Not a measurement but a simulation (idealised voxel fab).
The name of this process module is voxel transistor to metal.
In the cross-section labelled cut, the width is 260 nm and each square cell is 5 nm.
A cross-section in this document is a grid of square cells, and it is written down as bands, the top band listed before the ones below it; a band is made up of one or more rows of cells. A band entry consists of two parts. The first gives the height of the band's top and the height of its bottom, in nm. The rest lists the band's materials from left to right, each with its width in nm. A single material labelled with the word "throughout" fills the band from edge to edge, and the word "blank" marks empty space. Heights from 0 (as-received wafer is one material below). Bottom band endless downward, as "0 nm and below". Quick explanation for "30..40": the width changes in equal steps down the rows of cells, from the first number in the band's top row to the second number in its bottom row. No cell of the cross-section changed in a step that is given as "no modification". Entry "Closed void register". Content: empty spaces with no open connection to the top, size 8 cells or greater. Each: width x height at distance. Distance: from left edge. Unit: nm. Post-settings text on a step line: simulator's own remark regarding the step. overlay nm: mask right of planned place by this much (step with mask). Neg. = left. Heads up before you read on: it's before/after pairs around one process step each, after side only down to the lowest band that changed, step plus settings under the pair. Pairs can be from different runs of this module, same starting wafer, so only chain a pair onto the one above if its "Before processing step" entry says so.
## Before processing step
35 nm to 20 nm  blank 50; SiN 5; SiCN 25; SiN 5; blank 90; SiN 5; SiCN 25; SiN 5; blank 50
20 nm to 0 nm  blank 50; SiN 5; polySi 25; SiN 5; blank 90; SiN 5; polySi 25; SiN 5; blank 50
0 nm to -5 nm  blank 5; SiN 5; blank 40; SiN 5; polySi 25; SiN 5; blank 90; SiN 5; polySi 25; SiN 5; blank 40; SiN 5; blank 5
-5 nm to -10 nm  SiO2 5; SiN 5; blank 10; SiN 5; blank 25; SiO2 35; blank 25; SiN 5; blank 30; SiN 5; blank 25; SiO2 35; blank 25; SiN 5; blank 10; SiN 5; SiO2 5
-10 nm to -15 nm  SiO2 5; SiN 5; blank 10; SiN 5; SiO2 5; Si 75; SiO2 5; SiN 5; blank 30; SiN 5; SiO2 5; Si 75; SiO2 5; SiN 5; blank 10; SiN 5; SiO2 5
-15 nm to -20 nm  SiO2 10; blank 10; SiO2 10; Si 75; SiO2 10; blank 30; SiO2 10; Si 75; SiO2 10; blank 10; SiO2 10
-20 nm to -40 nm  SiO2 25; Si 85; SiO2 40; Si 85; SiO2 25
-40 nm and below  Si throughout
Closed void register: none
## Cross-Section Thereafter
35 nm to 20 nm  blank 50; SiN 5; SiCN 25; SiN 5; blank 90; SiN 5; SiCN 25; SiN 5; blank 50
20 nm to 0 nm  blank 50; SiN 5; polySi 25; SiN 5; blank 90; SiN 5; polySi 25; SiN 5; blank 50
0 nm to -5 nm  blank 5; SiN 5; blank 40; SiN 5; polySi 25; SiN 5; blank 90; SiN 5; polySi 25; SiN 5; blank 40; SiN 5; blank 5
-5 nm to -10 nm  SiO2 5; SiN 5; blank 10; SiN 5; blank 25; SiO2 35; blank 25; SiN 5; blank 30; SiN 5; blank 25; SiO2 35; blank 25; SiN 5; blank 10; SiN 5; SiO2 5
-10 nm to -15 nm  SiO2 5; SiN 5; blank 10; SiN 5; SiO2 5; blank 20; Si 35; blank 20; SiO2 5; SiN 5; blank 30; SiN 5; SiO2 5; blank 20; Si 35; blank 20; SiO2 5; SiN 5; blank 10; SiN 5; SiO2 5
-15 nm to -20 nm  SiO2 10; blank 10; SiO2 10; blank 20; Si 35; blank 20; SiO2 10; blank 30; SiO2 10; blank 20; Si 35; blank 20; SiO2 10; blank 10; SiO2 10
-20 nm to -25 nm  SiO2 25; Si 5; blank 20; Si 35; blank 20; Si 5; SiO2 40; Si 5; blank 20; Si 35; blank 20; Si 5; SiO2 25
Below a height of -25, the structure has not been altered.
Closed void register: none
The structure goes from the before cross-section above to the after cross-section through DIRECTIONAL_ETCH,etch materials Si,depth nm 15
Before processing step: This step starts from the configuration shown after the step in the pair immediately above.
## Cross-Section Thereafter
35 nm to 20 nm  blank 50; SiN 5; SiCN 25; SiN 5; blank 90; SiN 5; SiCN 25; SiN 5; blank 50
20 nm to 5 nm  blank 50; SiN 5; polySi 25; SiN 5; blank 90; SiN 5; polySi 25; SiN 5; blank 50
5 nm to 0 nm  blank 35; SiGe 15; SiN 5; polySi 25; SiN 5; SiGe 15; blank 60; SiGe 15; SiN 5; polySi 25; SiN 5; SiGe 15; blank 35
0 nm to -5 nm  blank 5; SiN 5; blank 25; SiGe 15; SiN 5; polySi 25; SiN 5; SiGe 15; blank 60; SiGe 15; SiN 5; polySi 25; SiN 5; SiGe 15; blank 25; SiN 5; blank 5
-5 nm to -10 nm  SiO2 5; SiN 5; blank 10; SiN 5; SiGe 25; SiO2 35; SiGe 25; SiN 5; blank 30; SiN 5; SiGe 25; SiO2 35; SiGe 25; SiN 5; blank 10; SiN 5; SiO2 5
-10 nm to -15 nm  SiO2 5; SiN 5; blank 10; SiN 5; SiO2 5; SiGe 20; Si 35; SiGe 20; SiO2 5; SiN 5; blank 30; SiN 5; SiO2 5; SiGe 20; Si 35; SiGe 20; SiO2 5; SiN 5; blank 10; SiN 5; SiO2 5
-15 nm to -20 nm  SiO2 10; blank 10; SiO2 10; SiGe 20; Si 35; SiGe 20; SiO2 10; blank 30; SiO2 10; SiGe 20; Si 35; SiGe 20; SiO2 10; blank 10; SiO2 10
-20 nm to -25 nm  SiO2 25; Si 5; SiGe 20; Si 35; SiGe 20; Si 5; SiO2 40; Si 5; SiGe 20; Si 35; SiGe 20; Si 5; SiO2 25
Below a height of -25, the structure has not been altered.
Closed void register: none
The structure goes from the before cross-section above to the after cross-section through EPI,material SiGe,thk nm 15
Before processing step: This step starts from the configuration shown after the step in the pair immediately above.
## Cross-Section Thereafter
40 nm to 35 nm  SiO2 throughout
35 nm to 20 nm  SiO2 50; SiN 5; SiCN 25; SiN 5; SiO2 90; SiN 5; SiCN 25; SiN 5; SiO2 50
20 nm to 5 nm  SiO2 50; SiN 5; polySi 25; SiN 5; SiO2 90; SiN 5; polySi 25; SiN 5; SiO2 50
5 nm to 0 nm  SiO2 35; SiGe 15; SiN 5; polySi 25; SiN 5; SiGe 15; SiO2 60; SiGe 15; SiN 5; polySi 25; SiN 5; SiGe 15; SiO2 35
0 nm to -5 nm  SiO2 5; SiN 5; SiO2 25; SiGe 15; SiN 5; polySi 25; SiN 5; SiGe 15; SiO2 60; SiGe 15; SiN 5; polySi 25; SiN 5; SiGe 15; SiO2 25; SiN 5; SiO2 5
-5 nm to -10 nm  SiO2 5; SiN 5; SiO2 10; SiN 5; SiGe 25; SiO2 35; SiGe 25; SiN 5; SiO2 30; SiN 5; SiGe 25; SiO2 35; SiGe 25; SiN 5; SiO2 10; SiN 5; SiO2 5
-10 nm to -15 nm  SiO2 5; SiN 5; SiO2 10; SiN 5; SiO2 5; SiGe 20; Si 35; SiGe 20; SiO2 5; SiN 5; SiO2 30; SiN 5; SiO2 5; SiGe 20; Si 35; SiGe 20; SiO2 5; SiN 5; SiO2 10; SiN 5; SiO2 5
-15 nm to -20 nm  SiO2 30; SiGe 20; Si 35; SiGe 20; SiO2 50; SiGe 20; Si 35; SiGe 20; SiO2 30
Below a height of -20, the structure has not been altered.
Closed void register: none
The structure goes from the before cross-section above to the after cross-section through FILL_DEP,material SiO2,thk nm 5
Before processing step: This step starts from the configuration shown after the step in the pair immediately above.
## Cross-Section Thereafter
35 nm to 20 nm  SiO2 50; SiN 5; SiCN 25; SiN 5; SiO2 90; SiN 5; SiCN 25; SiN 5; SiO2 50
Below a height of 20, the structure has not been altered.
Closed void register: none
The structure goes from the before cross-section above to the after cross-section through CMP,height nm 35
Before processing step: This step starts from the configuration shown after the step in the pair immediately above.
## Cross-Section Thereafter
50 nm to 35 nm  SiO2 throughout
Below a height of 35, the structure has not been altered.
Closed void register: none
The structure goes from the before cross-section above to the after cross-section through DIRECTIONAL_DEP,material SiO2,thk nm 15
Before processing step: This step starts from the configuration shown after the step in the pair immediately above.
## Cross-Section Thereafter
50 nm to 35 nm  SiO2 25; blank 25; SiO2 35; blank 25; SiO2 40; blank 25; SiO2 35; blank 25; SiO2 25
35 nm to 20 nm  SiO2 25; blank 25; SiN 5; SiCN 25; SiN 5; blank 25; SiO2 40; blank 25; SiN 5; SiCN 25; SiN 5; blank 25; SiO2 25
20 nm to 5 nm  SiO2 25; blank 25; SiN 5; polySi 25; SiN 5; blank 25; SiO2 40; blank 25; SiN 5; polySi 25; SiN 5; blank 25; SiO2 25
5 nm to 0 nm  SiO2 25; blank 10; SiGe 15; SiN 5; polySi 25; SiN 5; SiGe 15; blank 10; SiO2 40; blank 10; SiGe 15; SiN 5; polySi 25; SiN 5; SiGe 15; blank 10; SiO2 25
0 nm to -5 nm  SiO2 5; SiN 5; SiO2 15; blank 10; SiGe 15; SiN 5; polySi 25; SiN 5; SiGe 15; blank 10; SiO2 40; blank 10; SiGe 15; SiN 5; polySi 25; SiN 5; SiGe 15; blank 10; SiO2 15; SiN 5; SiO2 5
Below a height of -5, the structure has not been altered.
Closed void register: none
The structure goes from the before cross-section above to the after cross-section through MASKED_ETCH,tone open,mask id CONTACT,width nm 25,etch materials SiO2,depth nm 60,overlay nm 0
Before processing step: This step starts from the configuration shown after the step in the pair immediately above.
## Cross-Section Thereafter
55 nm to 50 nm  TiN 30; blank 15; TiN 45; blank 15; TiN 50; blank 15; TiN 45; blank 15; TiN 30
50 nm to 35 nm  SiO2 25; TiN 5; blank 15; TiN 5; SiO2 35; TiN 5; blank 15; TiN 5; SiO2 40; TiN 5; blank 15; TiN 5; SiO2 35; TiN 5; blank 15; TiN 5; SiO2 25
35 nm to 20 nm  SiO2 25; TiN 5; blank 15; TiN 5; SiN 5; SiCN 25; SiN 5; TiN 5; blank 15; TiN 5; SiO2 40; TiN 5; blank 15; TiN 5; SiN 5; SiCN 25; SiN 5; TiN 5; blank 15; TiN 5; SiO2 25
20 nm to 10 nm  SiO2 25; TiN 5; blank 15; TiN 5; SiN 5; polySi 25; SiN 5; TiN 5; blank 15; TiN 5; SiO2 40; TiN 5; blank 15; TiN 5; SiN 5; polySi 25; SiN 5; TiN 5; blank 15; TiN 5; SiO2 25
10 nm to 5 nm  SiO2 25; TiN 25; SiN 5; polySi 25; SiN 5; TiN 25; SiO2 40; TiN 25; SiN 5; polySi 25; SiN 5; TiN 25; SiO2 25
5 nm to 0 nm  SiO2 25; TiN 10; SiGe 15; SiN 5; polySi 25; SiN 5; SiGe 15; TiN 10; SiO2 40; TiN 10; SiGe 15; SiN 5; polySi 25; SiN 5; SiGe 15; TiN 10; SiO2 25
0 nm to -5 nm  SiO2 5; SiN 5; SiO2 15; TiN 10; SiGe 15; SiN 5; polySi 25; SiN 5; SiGe 15; TiN 10; SiO2 40; TiN 10; SiGe 15; SiN 5; polySi 25; SiN 5; SiGe 15; TiN 10; SiO2 15; SiN 5; SiO2 5
Below a height of -5, the structure has not been altered.
Closed void register: none
The structure goes from the before cross-section above to the after cross-section through CONFORMAL_DEP,material TiN,thk nm 5
Before processing step: This step starts from the configuration shown after the step in the pair immediately above.
## Cross-Section Thereafter
60 nm to 55 nm  W throughout
55 nm to 50 nm  TiN 30; W 15; TiN 45; W 15; TiN 50; W 15; TiN 45; W 15; TiN 30
50 nm to 35 nm  SiO2 25; TiN 5; W 15; TiN 5; SiO2 35; TiN 5; W 15; TiN 5; SiO2 40; TiN 5; W 15; TiN 5; SiO2 35; TiN 5; W 15; TiN 5; SiO2 25
35 nm to 20 nm  SiO2 25; TiN 5; W 15; TiN 5; SiN 5; SiCN 25; SiN 5; TiN 5; W 15; TiN 5; SiO2 40; TiN 5; W 15; TiN 5; SiN 5; SiCN 25; SiN 5; TiN 5; W 15; TiN 5; SiO2 25
20 nm to 10 nm  SiO2 25; TiN 5; W 15; TiN 5; SiN 5; polySi 25; SiN 5; TiN 5; W 15; TiN 5; SiO2 40; TiN 5; W 15; TiN 5; SiN 5; polySi 25; SiN 5; TiN 5; W 15; TiN 5; SiO2 25
Below a height of 10, the structure has not been altered.
Closed void register: none
The structure goes from the before cross-section above to the after cross-section through FILL_DEP,material W,thk nm 5
Before processing step: This step starts from the configuration shown after the step in the pair immediately above.
## Cross-Section Thereafter
50 nm to 35 nm  SiO2 25; TiN 5; W 15; TiN 5; SiO2 35; TiN 5; W 15; TiN 5; SiO2 40; TiN 5; W 15; TiN 5; SiO2 35; TiN 5; W 15; TiN 5; SiO2 25
Below a height of 35, the structure has not been altered.
Closed void register: none
The structure goes from the before cross-section above to the after cross-section through CMP,height nm 50
Before processing step: This step starts from the configuration shown after the step in the pair immediately above.
## Cross-Section Thereafter
55 nm to 50 nm  SiN throughout
Below a height of 50, the structure has not been altered.
Closed void register: none
The structure goes from the before cross-section above to the after cross-section through CONFORMAL_DEP,material SiN,thk nm 5
Before processing step: This step starts from the configuration shown after the step in the pair immediately above.
## Cross-Section Thereafter
70 nm to 55 nm  SiO2 throughout
Below a height of 55, the structure has not been altered.
Closed void register: none
The structure goes from the before cross-section above to the after cross-section through DIRECTIONAL_DEP,material SiO2,thk nm 15
Before processing step: This step starts from the configuration shown after the step in the pair immediately above.
## Cross-Section Thereafter
85 nm to 70 nm  aC throughout
Below a height of 70, the structure has not been altered.
Closed void register: none
The structure goes from the before cross-section above to the after cross-section through DIRECTIONAL_DEP,material aC,thk nm 15
Before processing step: This step starts from the configuration shown after the step in the pair immediately above.
## Cross-Section Thereafter
115 nm to 85 nm  resist 25; blank 15; resist 55; blank 15; resist 40; blank 15; resist 55; blank 15; resist 25
Below a height of 85, the structure has not been altered.
Closed void register: none
The structure goes from the before cross-section above to the after cross-section through PATTERN,tone open,mask id METAL_1,material resist,width nm 15,thk nm 30,overlay nm 0
Before processing step: This step starts from the configuration shown after the step in the pair immediately above.
## Cross-Section Thereafter
100 nm to 85 nm  resist 25; blank 15; resist 55; blank 15; resist 40; blank 15; resist 55; blank 15; resist 25
85 nm to 70 nm  aC 25; blank 15; aC 55; blank 15; aC 40; blank 15; aC 55; blank 15; aC 25
Below a height of 70, the structure has not been altered.
Closed void register: none
The structure goes from the before cross-section above to the after cross-section through DIRECTIONAL_ETCH,etch materials aC,depth nm 15
Before processing step: This step starts from the configuration shown after the step in the pair immediately above.
## Cross-Section Thereafter
85 nm to 70 nm  aC 25; blank 15; aC 55; blank 15; aC 40; blank 15; aC 55; blank 15; aC 25
Below a height of 70, the structure has not been altered.
Closed void register: none
The structure goes from the before cross-section above to the after cross-section through STRIP,etch materials resist
Before processing step: This step starts from the configuration shown after the step in the pair immediately above.
## Cross-Section Thereafter
85 nm to 70 nm  aC 25; blank 15; aC 55; blank 15; aC 40; blank 15; aC 55; blank 15; aC 25
70 nm to 55 nm  SiO2 25; blank 15; SiO2 55; blank 15; SiO2 40; blank 15; SiO2 55; blank 15; SiO2 25
Below a height of 55, the structure has not been altered.
Closed void register: none
The structure goes from the before cross-section above to the after cross-section through DIRECTIONAL_ETCH,etch materials SiO2,depth nm 15
Before processing step: This step starts from the configuration shown after the step in the pair immediately above.
## Cross-Section Thereafter
85 nm to 70 nm  aC 25; blank 15; aC 55; blank 15; aC 40; blank 15; aC 55; blank 15; aC 25
70 nm to 55 nm  SiO2 25; blank 15; SiO2 55; blank 15; SiO2 40; blank 15; SiO2 55; blank 15; SiO2 25
55 nm to 50 nm  SiN 25; blank 15; SiN 55; blank 15; SiN 40; blank 15; SiN 55; blank 15; SiN 25
Below a height of 50, the structure has not been altered.
Closed void register: none
The structure goes from the before cross-section above to the after cross-section through DIRECTIONAL_ETCH,etch materials SiN,depth nm 5
Before processing step: This step starts from the configuration shown after the step in the pair immediately above.
## Cross-Section Thereafter
70 nm to 55 nm  SiO2 25; blank 15; SiO2 55; blank 15; SiO2 40; blank 15; SiO2 55; blank 15; SiO2 25
Below a height of 55, the structure has not been altered.
Closed void register: none
The structure goes from the before cross-section above to the after cross-section through STRIP,etch materials aC
Before processing step: This step starts from the configuration shown after the step in the pair immediately above.
## Cross-Section Thereafter
75 nm to 70 nm  TiN 30; blank 5; TiN 65; blank 5; TiN 50; blank 5; TiN 65; blank 5; TiN 30
70 nm to 55 nm  SiO2 25; TiN 5; blank 5; TiN 5; SiO2 55; TiN 5; blank 5; TiN 5; SiO2 40; TiN 5; blank 5; TiN 5; SiO2 55; TiN 5; blank 5; TiN 5; SiO2 25
55 nm to 50 nm  SiN 25; TiN 15; SiN 55; TiN 15; SiN 40; TiN 15; SiN 55; TiN 15; SiN 25
Below a height of 50, the structure has not been altered.
Closed void register: none
The structure goes from the before cross-section above to the after cross-section through CONFORMAL_DEP,material TiN,thk nm 5
Before processing step: This step starts from the configuration shown after the step in the pair immediately above.
## Cross-Section Thereafter
85 nm to 75 nm  Cu throughout
75 nm to 70 nm  TiN 30; Cu 5; TiN 65; Cu 5; TiN 50; Cu 5; TiN 65; Cu 5; TiN 30
70 nm to 55 nm  SiO2 25; TiN 5; Cu 5; TiN 5; SiO2 55; TiN 5; Cu 5; TiN 5; SiO2 40; TiN 5; Cu 5; TiN 5; SiO2 55; TiN 5; Cu 5; TiN 5; SiO2 25
Below a height of 55, the structure has not been altered.
Closed void register: none
The structure goes from the before cross-section above to the after cross-section through FILL_DEP,material Cu,thk nm 10
Before processing step: This step starts from the configuration shown after the step in the pair immediately above.
## Cross-Section Thereafter
70 nm to 55 nm  SiO2 25; TiN 5; Cu 5; TiN 5; SiO2 55; TiN 5; Cu 5; TiN 5; SiO2 40; TiN 5; Cu 5; TiN 5; SiO2 55; TiN 5; Cu 5; TiN 5; SiO2 25
Below a height of 55, the structure has not been altered.
Closed void register: none
The structure goes from the before cross-section above to the after cross-section through CMP,height nm 70
Before processing step: This step starts from the configuration shown after the step in the pair immediately above.
## Cross-Section Thereafter
75 nm to 70 nm  SiN throughout
Below a height of 70, the structure has not been altered.
Closed void register: none
The structure goes from the before cross-section above to the after cross-section through CONFORMAL_DEP,material SiN,thk nm 5
## Before processing step
25 nm to 20 nm  polySi 15; blank 105; polySi 20; blank 105; polySi 15
20 nm to 0 nm  polySi throughout
0 nm to -5 nm  SiO2 15; polySi 105; SiO2 20; polySi 105; SiO2 15
-5 nm to -10 nm  SiO2 throughout
-10 nm to -40 nm  SiO2 25; Si 85; SiO2 40; Si 85; SiO2 25
-40 nm and below  Si throughout
Closed void register: none
## Cross-Section Thereafter
35 nm to 30 nm  SiCN 15; blank 105; SiCN 20; blank 105; SiCN 15
30 nm to 25 nm  SiCN throughout
25 nm to 20 nm  polySi 15; SiCN 105; polySi 20; SiCN 105; polySi 15
Below a height of 20, the structure has not been altered.
Closed void register: none
The structure goes from the before cross-section above to the after cross-section through DIRECTIONAL_DEP,material SiCN,thk nm 10
Before processing step: This step starts from the configuration shown after the step in the pair immediately above.
## Cross-Section Thereafter
30 nm to 25 nm  blank 55; SiCN 25; blank 100; SiCN 25; blank 55
25 nm to 20 nm  polySi 15; blank 40; SiCN 25; blank 40; polySi 20; blank 40; SiCN 25; blank 40; polySi 15
Below a height of 20, the structure has not been altered.
Closed void register: none
The structure goes from the before cross-section above to the after cross-section through MASKED_ETCH,tone cover,mask id GATE,width nm 25,pitch nm 125,etch materials SiCN,depth nm 25,overlay nm 0
Before processing step: This step starts from the configuration shown after the step in the pair immediately above.
## Cross-Section Thereafter
30 nm to 20 nm  blank 55; SiCN 25; blank 100; SiCN 25; blank 55
20 nm to 0 nm  blank 55; polySi 25; blank 100; polySi 25; blank 55
0 nm to -5 nm  SiO2 15; blank 40; polySi 25; blank 40; SiO2 20; blank 40; polySi 25; blank 40; SiO2 15
Below a height of -5, the structure has not been altered.
Closed void register: none
The structure goes from the before cross-section above to the after cross-section through MASKED_ETCH,tone cover,mask id GATE,width nm 25,pitch nm 125,etch materials polySi,depth nm 35,overlay nm 0
Before processing step: This step starts from the configuration shown after the step in the pair immediately above.
## Cross-Section Thereafter
35 nm to 30 nm  blank 50; SiN 35; blank 90; SiN 35; blank 50
30 nm to 20 nm  blank 50; SiN 5; SiCN 25; SiN 5; blank 90; SiN 5; SiCN 25; SiN 5; blank 50
20 nm to 5 nm  blank 50; SiN 5; polySi 25; SiN 5; blank 90; SiN 5; polySi 25; SiN 5; blank 50
5 nm to 0 nm  SiN 20; blank 30; SiN 5; polySi 25; SiN 5; blank 30; SiN 30; blank 30; SiN 5; polySi 25; SiN 5; blank 30; SiN 20
0 nm to -5 nm  SiO2 15; SiN 40; polySi 25; SiN 40; SiO2 20; SiN 40; polySi 25; SiN 40; SiO2 15
Below a height of -5, the structure has not been altered.
Closed void register: none
The structure goes from the before cross-section above to the after cross-section through CONFORMAL_DEP,material SiN,thk nm 5
Before processing step: This step starts from the configuration shown after the step in the pair immediately above.
## Cross-Section Thereafter
30 nm to 20 nm  blank 50; SiN 5; SiCN 25; SiN 5; blank 90; SiN 5; SiCN 25; SiN 5; blank 50
20 nm to 0 nm  blank 50; SiN 5; polySi 25; SiN 5; blank 90; SiN 5; polySi 25; SiN 5; blank 50
0 nm to -5 nm  SiO2 15; SiN 5; blank 30; SiN 5; polySi 25; SiN 5; blank 30; SiN 5; SiO2 20; SiN 5; blank 30; SiN 5; polySi 25; SiN 5; blank 30; SiN 5; SiO2 15
Below a height of -5, the structure has not been altered.
Closed void register: none
The structure goes from the before cross-section above to the after cross-section through DIRECTIONAL_ETCH,etch materials SiN,depth nm 5
Before processing step: This step starts from the configuration shown after the step in the pair immediately above.
## Cross-Section Thereafter
30 nm to 20 nm  blank 50; SiN 5; SiCN 25; SiN 5; blank 90; SiN 5; SiCN 25; SiN 5; blank 50
20 nm to 0 nm  blank 50; SiN 5; polySi 25; SiN 5; blank 90; SiN 5; polySi 25; SiN 5; blank 50
0 nm to -5 nm  blank 15; SiN 5; blank 30; SiN 5; polySi 25; SiN 5; blank 30; SiN 5; blank 20; SiN 5; blank 30; SiN 5; polySi 25; SiN 5; blank 30; SiN 5; blank 15
-5 nm to -10 nm  SiO2 20; blank 30; SiO2 35; blank 30; SiO2 30; blank 30; SiO2 35; blank 30; SiO2 20
Below a height of -10, the structure has not been altered.
Closed void register: none
The structure goes from the before cross-section above to the after cross-section through DIRECTIONAL_ETCH,etch materials SiO2,depth nm 5
Before processing step: This step starts from the configuration shown after the step in the pair immediately above.
## Cross-Section Thereafter
30 nm to 20 nm  blank 50; SiN 5; SiCN 25; SiN 5; blank 90; SiN 5; SiCN 25; SiN 5; blank 50
20 nm to 0 nm  blank 50; SiN 5; polySi 25; SiN 5; blank 90; SiN 5; polySi 25; SiN 5; blank 50
0 nm to -5 nm  blank 15; SiN 5; blank 30; SiN 5; polySi 25; SiN 5; blank 30; SiN 5; blank 20; SiN 5; blank 30; SiN 5; polySi 25; SiN 5; blank 30; SiN 5; blank 15
-5 nm to -10 nm  SiO2 20; blank 30; SiO2 35; blank 30; SiO2 30; blank 30; SiO2 35; blank 30; SiO2 20
-10 nm to -25 nm  SiO2 25; blank 25; Si 35; blank 25; SiO2 40; blank 25; Si 35; blank 25; SiO2 25
Below a height of -25, the structure has not been altered.
Closed void register: none
The structure goes from the before cross-section above to the after cross-section through DIRECTIONAL_ETCH,etch materials Si,depth nm 15
Before processing step: This step starts from the configuration shown after the step in the pair immediately above.
## Cross-Section Thereafter
30 nm to 20 nm  blank 50; SiN 5; SiCN 25; SiN 5; blank 90; SiN 5; SiCN 25; SiN 5; blank 50
20 nm to 5 nm  blank 50; SiN 5; polySi 25; SiN 5; blank 90; SiN 5; polySi 25; SiN 5; blank 50
5 nm to 0 nm  blank 35; SiGe 15; SiN 5; polySi 25; SiN 5; SiGe 15; blank 60; SiGe 15; SiN 5; polySi 25; SiN 5; SiGe 15; blank 35
0 nm to -5 nm  blank 15; SiN 5; blank 15; SiGe 15; SiN 5; polySi 25; SiN 5; SiGe 15; blank 15; SiN 5; blank 20; SiN 5; blank 15; SiGe 15; SiN 5; polySi 25; SiN 5; SiGe 15; blank 15; SiN 5; blank 15
-5 nm to -10 nm  SiO2 20; blank 15; SiGe 15; SiO2 35; SiGe 15; blank 15; SiO2 30; blank 15; SiGe 15; SiO2 35; SiGe 15; blank 15; SiO2 20
-10 nm to -25 nm  SiO2 25; SiGe 25; Si 35; SiGe 25; SiO2 40; SiGe 25; Si 35; SiGe 25; SiO2 25
Below a height of -25, the structure has not been altered.
Closed void register: none
The structure goes from the before cross-section above to the after cross-section through EPI,material SiGe,thk nm 15
Before processing step: This step starts from the configuration shown after the step in the pair immediately above.
## Cross-Section Thereafter
35 nm to 30 nm  SiO2 throughout
30 nm to 20 nm  SiO2 50; SiN 5; SiCN 25; SiN 5; SiO2 90; SiN 5; SiCN 25; SiN 5; SiO2 50
20 nm to 5 nm  SiO2 50; SiN 5; polySi 25; SiN 5; SiO2 90; SiN 5; polySi 25; SiN 5; SiO2 50
5 nm to 0 nm  SiO2 35; SiGe 15; SiN 5; polySi 25; SiN 5; SiGe 15; SiO2 60; SiGe 15; SiN 5; polySi 25; SiN 5; SiGe 15; SiO2 35
0 nm to -5 nm  SiO2 15; SiN 5; SiO2 15; SiGe 15; SiN 5; polySi 25; SiN 5; SiGe 15; SiO2 15; SiN 5; SiO2 20; SiN 5; SiO2 15; SiGe 15; SiN 5; polySi 25; SiN 5; SiGe 15; SiO2 15; SiN 5; SiO2 15
-5 nm to -10 nm  SiO2 35; SiGe 15; SiO2 35; SiGe 15; SiO2 60; SiGe 15; SiO2 35; SiGe 15; SiO2 35
Below a height of -10, the structure has not been altered.
Closed void register: none
The structure goes from the before cross-section above to the after cross-section through FILL_DEP,material SiO2,thk nm 5
Before processing step: This step starts from the configuration shown after the step in the pair immediately above.
## Cross-Section Thereafter
50 nm to 30 nm  SiO2 throughout
Below a height of 30, the structure has not been altered.
Closed void register: none
The structure goes from the before cross-section above to the after cross-section through DIRECTIONAL_DEP,material SiO2,thk nm 15
Before processing step: This step starts from the configuration shown after the step in the pair immediately above.
## Cross-Section Thereafter
50 nm to 30 nm  SiO2 25; blank 25; SiO2 35; blank 25; SiO2 40; blank 25; SiO2 35; blank 25; SiO2 25
30 nm to 20 nm  SiO2 25; blank 25; SiN 5; SiCN 25; SiN 5; blank 25; SiO2 40; blank 25; SiN 5; SiCN 25; SiN 5; blank 25; SiO2 25
20 nm to 5 nm  SiO2 25; blank 25; SiN 5; polySi 25; SiN 5; blank 25; SiO2 40; blank 25; SiN 5; polySi 25; SiN 5; blank 25; SiO2 25
5 nm to 0 nm  SiO2 25; blank 10; SiGe 15; SiN 5; polySi 25; SiN 5; SiGe 15; blank 10; SiO2 40; blank 10; SiGe 15; SiN 5; polySi 25; SiN 5; SiGe 15; blank 10; SiO2 25
0 nm to -5 nm  SiO2 15; SiN 5; SiO2 5; blank 10; SiGe 15; SiN 5; polySi 25; SiN 5; SiGe 15; blank 10; SiO2 5; SiN 5; SiO2 20; SiN 5; SiO2 5; blank 10; SiGe 15; SiN 5; polySi 25; SiN 5; SiGe 15; blank 10; SiO2 5; SiN 5; SiO2 15
-5 nm to -10 nm  SiO2 25; blank 10; SiGe 15; SiO2 35; SiGe 15; blank 10; SiO2 40; blank 10; SiGe 15; SiO2 35; SiGe 15; blank 10; SiO2 25
Below a height of -10, the structure has not been altered.
Closed void register: none
The structure goes from the before cross-section above to the after cross-section through MASKED_ETCH,tone open,mask id CONTACT,width nm 25,etch materials SiO2,depth nm 60,overlay nm 0
Before processing step: This step starts from the configuration shown after the step in the pair immediately above.
## Cross-Section Thereafter
55 nm to 50 nm  TiN 30; blank 15; TiN 45; blank 15; TiN 50; blank 15; TiN 45; blank 15; TiN 30
50 nm to 30 nm  SiO2 25; TiN 5; blank 15; TiN 5; SiO2 35; TiN 5; blank 15; TiN 5; SiO2 40; TiN 5; blank 15; TiN 5; SiO2 35; TiN 5; blank 15; TiN 5; SiO2 25
30 nm to 20 nm  SiO2 25; TiN 5; blank 15; TiN 5; SiN 5; SiCN 25; SiN 5; TiN 5; blank 15; TiN 5; SiO2 40; TiN 5; blank 15; TiN 5; SiN 5; SiCN 25; SiN 5; TiN 5; blank 15; TiN 5; SiO2 25
20 nm to 10 nm  SiO2 25; TiN 5; blank 15; TiN 5; SiN 5; polySi 25; SiN 5; TiN 5; blank 15; TiN 5; SiO2 40; TiN 5; blank 15; TiN 5; SiN 5; polySi 25; SiN 5; TiN 5; blank 15; TiN 5; SiO2 25
10 nm to 5 nm  SiO2 25; TiN 25; SiN 5; polySi 25; SiN 5; TiN 25; SiO2 40; TiN 25; SiN 5; polySi 25; SiN 5; TiN 25; SiO2 25
5 nm to 0 nm  SiO2 25; TiN 10; SiGe 15; SiN 5; polySi 25; SiN 5; SiGe 15; TiN 10; SiO2 40; TiN 10; SiGe 15; SiN 5; polySi 25; SiN 5; SiGe 15; TiN 10; SiO2 25
0 nm to -5 nm  SiO2 15; SiN 5; SiO2 5; TiN 10; SiGe 15; SiN 5; polySi 25; SiN 5; SiGe 15; TiN 10; SiO2 5; SiN 5; SiO2 20; SiN 5; SiO2 5; TiN 10; SiGe 15; SiN 5; polySi 25; SiN 5; SiGe 15; TiN 10; SiO2 5; SiN 5; SiO2 15
-5 nm to -10 nm  SiO2 25; TiN 10; SiGe 15; SiO2 35; SiGe 15; TiN 10; SiO2 40; TiN 10; SiGe 15; SiO2 35; SiGe 15; TiN 10; SiO2 25
Below a height of -10, the structure has not been altered.
Closed void register: none
The structure goes from the before cross-section above to the after cross-section through CONFORMAL_DEP,material TiN,thk nm 5
